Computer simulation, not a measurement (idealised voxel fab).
Module name: voxel wiring stack (process module)
For reference, the cross-section in this document is cut, with width 195 nm and square cells of 5 nm.
Throughout this document, each cross-section is represented as a grid of square cells and is presented as a sequence of bands enumerated from the top downward, where a band comprises one or more rows of cells. What a band's entry tells you: where the top is and where the bottom is, as heights in nm, and after that what lies inside, material by material from left to right, each with its width in nm. Empty space is written as the word "air", and a single material marked with the word "all across" occupies the band from edge to edge. Heights are expressed relative to 0, this being the level below which the as-received wafer comprises one material exclusively. The lowest band is unbounded in the downward direction and is denoted as in "0..down". When a width is written as two numbers, as in "30..40", the first number is the width in the top row of cells of the band and the second is the width in its bottom row, and the width changes by the same amount from each row to the next. Where the words "remained unchanged" appear for a step, the cross-section shows no cell changed by that step; every cell remained as before. Any empty space of 8 cells or more lacking an open way to the top shows up in "Non-vented voids" as width x height at distance, distance from the left edge, in nm. If you see something after the settings on a step's line, that's the simulator's own remark about that step. Among the settings permitted on a step's line is "overlay nm"; applied to a step with a mask, it specifies the extent to which the mask lay to the right of its planned position, whereas a negative figure signifies a position to the left.
The following list gives the planned process steps:
1. RECEIVE | material Si
2. CONFORMAL_DEP | material SiO2 | thk nm 15
3. CONFORMAL_DEP | material SiCN | thk nm 5
4. DIRECTIONAL_DEP | material SiO2 | thk nm 20
5. MASKED_ETCH | tone open | mask id METAL_1 | width nm 30 | pitch nm 45 | etch materials SiO2 | depth nm 20 | overlay nm 0
6. MASKED_ETCH | tone open | mask id METAL_1 | width nm 30 | pitch nm 45 | etch materials SiCN | depth nm 5 | overlay nm 0
7. CONFORMAL_DEP | material TiN | thk nm 5
8. FILL_DEP | material W | thk nm 10
9. CMP | height nm 40
10. CONFORMAL_DEP | material SiCN | thk nm 5
11. DIRECTIONAL_DEP | material SiO2 | thk nm 15
12. MASKED_ETCH | tone open | mask id PLUG_1 | width nm 15 | pitch nm 45 | etch materials SiO2 | depth nm 15 | overlay nm 0
13. MASKED_ETCH | tone open | mask id PLUG_1 | width nm 15 | pitch nm 45 | etch materials SiCN | depth nm 5 | overlay nm 0
14. CONFORMAL_DEP | material TiN | thk nm 5
15. FILL_DEP | material Cu | thk nm 10
16. CMP | height nm 60
17. CONFORMAL_DEP | material SiCN | thk nm 5
18. DIRECTIONAL_DEP | material lowk | thk nm 25
19. DIRECTIONAL_DEP | material aC | thk nm 10
20. PATTERN | tone open | mask id METAL_2 | material resist | width nm 30 | pitch nm 45 | thk nm 30 | overlay nm 0
21. DIRECTIONAL_ETCH | etch materials aC | depth nm 10
22. STRIP | etch materials resist
23. DIRECTIONAL_ETCH | etch materials lowk | depth nm 25
24. DIRECTIONAL_ETCH | etch materials SiCN | depth nm 5
25. STRIP | etch materials aC
26. CONFORMAL_DEP | material TiN | thk nm 5
27. FILL_DEP | material Ru | thk nm 10
28. CMP | height nm 90
29. CONFORMAL_DEP | material SiCN | thk nm 5
First of two wafers, with the run carried out as planned:
Step 1 complete: cross-section of the wafer as received:
> 0..down = Si all across
> Non-vented voids: none
Cross-section: wafer state after step 2:
> 15..0 = SiO2 all across
> Below 0, no change.
Cross-section: wafer state after step 3:
> 20..15 = SiCN all across
> Below 15, no change.
Cross-section: wafer state after step 4:
> 40..20 = SiO2 all across
> Below 20, no change.
Cross-section: wafer state after step 5:
> 40..20 = SiO2 60, air 30, SiO2 15, air 30, SiO2 60
> Below 20, no change.
Cross-section: wafer state after step 6:
> 40..20 = SiO2 60, air 30, SiO2 15, air 30, SiO2 60
> 20..15 = SiCN 60, air 30, SiCN 15, air 30, SiCN 60
> Below 15, no change.
Cross-section: wafer state after step 7:
> 45..40 = TiN 65, air 20, TiN 25, air 20, TiN 65
> 40..20 = SiO2 60, TiN 5, air 20, TiN 5, SiO2 15, TiN 5, air 20, TiN 5, SiO2 60
> 20..15 = SiCN 60, TiN 30, SiCN 15, TiN 30, SiCN 60
> Below 15, no change.
Cross-section: wafer state after step 8:
> 55..45 = W all across
> 45..40 = TiN 65, W 20, TiN 25, W 20, TiN 65
> 40..20 = SiO2 60, TiN 5, W 20, TiN 5, SiO2 15, TiN 5, W 20, TiN 5, SiO2 60
> Below 20, no change.
Cross-section: wafer state after step 9:
> 40..20 = SiO2 60, TiN 5, W 20, TiN 5, SiO2 15, TiN 5, W 20, TiN 5, SiO2 60
> Below 20, no change.
Cross-section: wafer state after step 10:
> 45..40 = SiCN all across
> Below 40, no change.
Cross-section: wafer state after step 11:
> 60..45 = SiO2 all across
> Below 45, no change.
Cross-section: wafer state after step 12:
> 60..45 = SiO2 60, air 15, SiO2 30, air 15, SiO2 75
> Below 45, no change.
Cross-section: wafer state after step 13:
> 60..45 = SiO2 60, air 15, SiO2 30, air 15, SiO2 75
> 45..40 = SiCN 60, air 15, SiCN 30, air 15, SiCN 75
> Below 40, no change.
Cross-section: wafer state after step 14:
> 65..60 = TiN 65, air 5, TiN 40, air 5, TiN 80
> 60..45 = SiO2 60, TiN 5, air 5, TiN 5, SiO2 30, TiN 5, air 5, TiN 5, SiO2 75
> 45..40 = SiCN 60, TiN 15, SiCN 30, TiN 15, SiCN 75
> Below 40, no change.
Cross-section: wafer state after step 15:
> 75..65 = Cu all across
> 65..60 = TiN 65, Cu 5, TiN 40, Cu 5, TiN 80
> 60..45 = SiO2 60, TiN 5, Cu 5, TiN 5, SiO2 30, TiN 5, Cu 5, TiN 5, SiO2 75
> Below 45, no change.
Cross-section: wafer state after step 16:
> 60..45 = SiO2 60, TiN 5, Cu 5, TiN 5, SiO2 30, TiN 5, Cu 5, TiN 5, SiO2 75
> Below 45, no change.
Cross-section: wafer state after step 17:
> 65..60 = SiCN all across
> Below 60, no change.
Cross-section: wafer state after step 18:
> 90..65 = lowk all across
> Below 65, no change.
Cross-section: wafer state after step 19:
> 100..90 = aC all across
> Below 90, no change.
Cross-section: wafer state after step 20:
> 130..100 = resist 60, air 30, resist 15, air 30, resist 60
> Below 100, no change.
Cross-section: wafer state after step 21:
> 120..100 = resist 60, air 30, resist 15, air 30, resist 60
> 100..90 = aC 60, air 30, aC 15, air 30, aC 60
> Below 90, no change.
Cross-section: wafer state after step 22:
> 100..90 = aC 60, air 30, aC 15, air 30, aC 60
> Below 90, no change.
Cross-section: wafer state after step 23:
> 100..90 = aC 60, air 30, aC 15, air 30, aC 60
> 90..65 = lowk 60, air 30, lowk 15, air 30, lowk 60
> Below 65, no change.
Cross-section: wafer state after step 24:
> 100..90 = aC 60, air 30, aC 15, air 30, aC 60
> 90..65 = lowk 60, air 30, lowk 15, air 30, lowk 60
> 65..60 = SiCN 60, air 30, SiCN 15, air 30, SiCN 60
> Below 60, no change.
Cross-section: wafer state after step 25:
> 90..65 = lowk 60, air 30, lowk 15, air 30, lowk 60
> Below 65, no change.
Cross-section: wafer state after step 26:
> 95..90 = TiN 65, air 20, TiN 25, air 20, TiN 65
> 90..65 = lowk 60, TiN 5, air 20, TiN 5, lowk 15, TiN 5, air 20, TiN 5, lowk 60
> 65..60 = SiCN 60, TiN 30, SiCN 15, TiN 30, SiCN 60
> Below 60, no change.
Cross-section: wafer state after step 27:
> 105..95 = Ru all across
> 95..90 = TiN 65, Ru 20, TiN 25, Ru 20, TiN 65
> 90..65 = lowk 60, TiN 5, Ru 20, TiN 5, lowk 15, TiN 5, Ru 20, TiN 5, lowk 60
> Below 65, no change.
Cross-section: wafer state after step 28:
> 90..65 = lowk 60, TiN 5, Ru 20, TiN 5, lowk 15, TiN 5, Ru 20, TiN 5, lowk 60
> Below 65, no change.
Cross-section: wafer state after step 29:
> 95..90 = SiCN all across
> Below 90, no change.
Companion wafer, the second of two: same beginning, same intended sequence, one mistake in carrying it out; through step 5 inclusive it tracks the first exactly:
What the second wafer looks like in cross-section when step 6 should have wrapped up:
> 40..20 = SiO2 60, air 30, SiO2 15, air 30, SiO2 60
> 20..15 = SiCN 65, air 20, SiCN 25, air 20, SiCN 65
> Below 15, no change.
What the second wafer looks like in cross-section when step 7 should have wrapped up:
> 45..40 = TiN 65, air 20, TiN 25, air 20, TiN 65
> 40..25 = SiO2 60, TiN 5, air 20, TiN 5, SiO2 15, TiN 5, air 20, TiN 5, SiO2 60
> 25..20 = SiO2 60, TiN 10, air 10, TiN 10, SiO2 15, TiN 10, air 10, TiN 10, SiO2 60
> 20..15 = SiCN 65, TiN 20, SiCN 25, TiN 20, SiCN 65
> Below 15, no change.
What the second wafer looks like in cross-section when step 8 should have wrapped up:
> 55..45 = W all across
> 45..40 = TiN 65, W 20, TiN 25, W 20, TiN 65
> 40..25 = SiO2 60, TiN 5, W 20, TiN 5, SiO2 15, TiN 5, W 20, TiN 5, SiO2 60
> 25..20 = SiO2 60, TiN 10, W 10, TiN 10, SiO2 15, TiN 10, W 10, TiN 10, SiO2 60
> Below 20, no change.
What the second wafer looks like in cross-section when step 9 should have wrapped up:
> 40..25 = SiO2 60, TiN 5, W 20, TiN 5, SiO2 15, TiN 5, W 20, TiN 5, SiO2 60
> Below 25, no change.
What the second wafer looks like in cross-section when step 10 should have wrapped up:
> 45..40 = SiCN all across
> Below 40, no change.
What the second wafer looks like in cross-section when step 11 should have wrapped up:
> 60..45 = SiO2 all across
> Below 45, no change.
What the second wafer looks like in cross-section when step 12 should have wrapped up:
> 60..45 = SiO2 60, air 15, SiO2 30, air 15, SiO2 75
> Below 45, no change.
What the second wafer looks like in cross-section when step 13 should have wrapped up:
> 60..45 = SiO2 60, air 15, SiO2 30, air 15, SiO2 75
> 45..40 = SiCN 60, air 15, SiCN 30, air 15, SiCN 75
> Below 40, no change.
What the second wafer looks like in cross-section when step 14 should have wrapped up:
> 65..60 = TiN 65, air 5, TiN 40, air 5, TiN 80
> 60..45 = SiO2 60, TiN 5, air 5, TiN 5, SiO2 30, TiN 5, air 5, TiN 5, SiO2 75
> 45..40 = SiCN 60, TiN 15, SiCN 30, TiN 15, SiCN 75
> Below 40, no change.
What the second wafer looks like in cross-section when step 15 should have wrapped up:
> 75..65 = Cu all across
> 65..60 = TiN 65, Cu 5, TiN 40, Cu 5, TiN 80
> 60..45 = SiO2 60, TiN 5, Cu 5, TiN 5, SiO2 30, TiN 5, Cu 5, TiN 5, SiO2 75
> Below 45, no change.
What the second wafer looks like in cross-section when step 16 should have wrapped up:
> 60..45 = SiO2 60, TiN 5, Cu 5, TiN 5, SiO2 30, TiN 5, Cu 5, TiN 5, SiO2 75
> Below 45, no change.
What the second wafer looks like in cross-section when step 17 should have wrapped up:
> 65..60 = SiCN all across
> Below 60, no change.
What the second wafer looks like in cross-section when step 18 should have wrapped up:
> 90..65 = lowk all across
> Below 65, no change.
What the second wafer looks like in cross-section when step 19 should have wrapped up:
> 100..90 = aC all across
> Below 90, no change.
What the second wafer looks like in cross-section when step 20 should have wrapped up:
> 130..100 = resist 60, air 30, resist 15, air 30, resist 60
> Below 100, no change.
What the second wafer looks like in cross-section when step 21 should have wrapped up:
> 120..100 = resist 60, air 30, resist 15, air 30, resist 60
> 100..90 = aC 60, air 30, aC 15, air 30, aC 60
> Below 90, no change.
What the second wafer looks like in cross-section when step 22 should have wrapped up:
> 100..90 = aC 60, air 30, aC 15, air 30, aC 60
> Below 90, no change.
What the second wafer looks like in cross-section when step 23 should have wrapped up:
> 100..90 = aC 60, air 30, aC 15, air 30, aC 60
> 90..65 = lowk 60, air 30, lowk 15, air 30, lowk 60
> Below 65, no change.
What the second wafer looks like in cross-section when step 24 should have wrapped up:
> 100..90 = aC 60, air 30, aC 15, air 30, aC 60
> 90..65 = lowk 60, air 30, lowk 15, air 30, lowk 60
> 65..60 = SiCN 60, air 30, SiCN 15, air 30, SiCN 60
> Below 60, no change.
What the second wafer looks like in cross-section when step 25 should have wrapped up:
> 90..65 = lowk 60, air 30, lowk 15, air 30, lowk 60
> Below 65, no change.
What the second wafer looks like in cross-section when step 26 should have wrapped up:
> 95..90 = TiN 65, air 20, TiN 25, air 20, TiN 65
> 90..65 = lowk 60, TiN 5, air 20, TiN 5, lowk 15, TiN 5, air 20, TiN 5, lowk 60
> 65..60 = SiCN 60, TiN 30, SiCN 15, TiN 30, SiCN 60
> Below 60, no change.
What the second wafer looks like in cross-section when step 27 should have wrapped up:
> 105..95 = Ru all across
> 95..90 = TiN 65, Ru 20, TiN 25, Ru 20, TiN 65
> 90..65 = lowk 60, TiN 5, Ru 20, TiN 5, lowk 15, TiN 5, Ru 20, TiN 5, lowk 60
> Below 65, no change.
What the second wafer looks like in cross-section when step 28 should have wrapped up:
> 90..65 = lowk 60, TiN 5, Ru 20, TiN 5, lowk 15, TiN 5, Ru 20, TiN 5, lowk 60
> Below 65, no change.
What the second wafer looks like in cross-section when step 29 should have wrapped up:
> 95..90 = SiCN all across
> Below 90, no change.
Misprocessing identified: step 6 was run on a setting that differed from the plan, and what really ran there is MASKED_ETCH | tone open | mask id METAL_1 | width nm 20 | pitch nm 45 | etch materials SiCN | depth nm 5 | overlay nm 0
Final difference in cells, second wafer against first, listed per material as more or fewer: +4 SiCN, -4 W
